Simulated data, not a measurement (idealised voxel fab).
process module | voxel ribs on slabs
cross-section cut | 205 nm wide | cells 5 nm
A cross-section is a grid of square cells, given in bands from the top down. A band is one or more rows of cells.
Each band's line starts with the height of the band's top and of its bottom, in nm. Then come its materials from left to right, each with its width in nm. One material with "throughout" fills the band from edge to edge. "air" is empty space.
Height 0 is the level under which the wafer as received is all one material. The lowest band goes on downwards, as in "0 down".
A width such as "30 to 40" changes by the same amount from each row of cells to the next, from the band's top row to its bottom row.
"no change" after a step means that no cell of the cross-section changed.
closed voids: empty space of 8 cells or more with no open way to the top, each as width x height at its distance from the left edge, in nm
after a step's settings: what the simulator itself notes on the step
overlay nm, on a step with a mask: how far to the right of its planned place the mask lay; to the left if negative
plan
1 op RECEIVE | material Si
2 op DIRECTIONAL_DEP | material SiO2 | thk nm 25
3 op DIRECTIONAL_DEP | material SiN | thk nm 15
4 op DIRECTIONAL_DEP | material aC | thk nm 15
5 op PATTERN | tone cover | mask id RIB | material resist | width nm 20 | thk nm 30 | overlay nm 0
6 op DIRECTIONAL_ETCH | etch materials aC | depth nm 15
7 op STRIP | etch materials resist
8 op DIRECTIONAL_ETCH | etch materials SiN | depth nm 5
9 op STRIP | etch materials aC
10 op MASKED_ETCH | tone cover | mask id SLAB | width nm 80 | etch materials SiN | depth nm 10 | overlay nm 0
11 op FILL_DEP | material SiO2 | thk nm 25
12 op CMP | height nm 55
13 op DIRECTIONAL_DEP | material TiN | thk nm 5
14 op PATTERN | tone cover | mask id HEATER | material resist | width nm 30 | thk nm 15 | overlay nm 0
15 op DIRECTIONAL_ETCH | etch materials TiN | depth nm 5
16 op STRIP | etch materials resist
17 op CONFORMAL_DEP | material SiO2 | thk nm 10
as received, after step 1
  0 down: Si throughout
  closed voids: none
first wafer at the end, as planned
  70 to 65: air 75 | SiO2 50 | air 80
  65 to 60: SiO2 throughout
  60 to 55: SiO2 85 | TiN 30 | SiO2 90
  55 to 40: SiO2 throughout
  40 to 35: SiO2 90 | SiN 20 | SiO2 95
  35 to 25: SiO2 60 | SiN 80 | SiO2 65
  25 to 0: SiO2 throughout
  0 down: Si throughout
  closed voids: none
second wafer at the end: like start, like plan, one mistake
  70 to 60: SiO2 throughout
  60 to 55: SiN throughout
  55 to 40: SiO2 throughout
  40 to 35: SiO2 90 | SiN 20 | SiO2 95
  35 to 25: SiO2 60 | SiN 80 | SiO2 65
  25 to 0: SiO2 throughout
  0 down: Si throughout
  closed voids: none
what went wrong: step 13 ran as: op DIRECTIONAL_DEP | material SiN | thk nm 5
at the end the second wafer has, in cells: 41 more of SiN | 4 fewer of SiO2 | 6 fewer of TiN
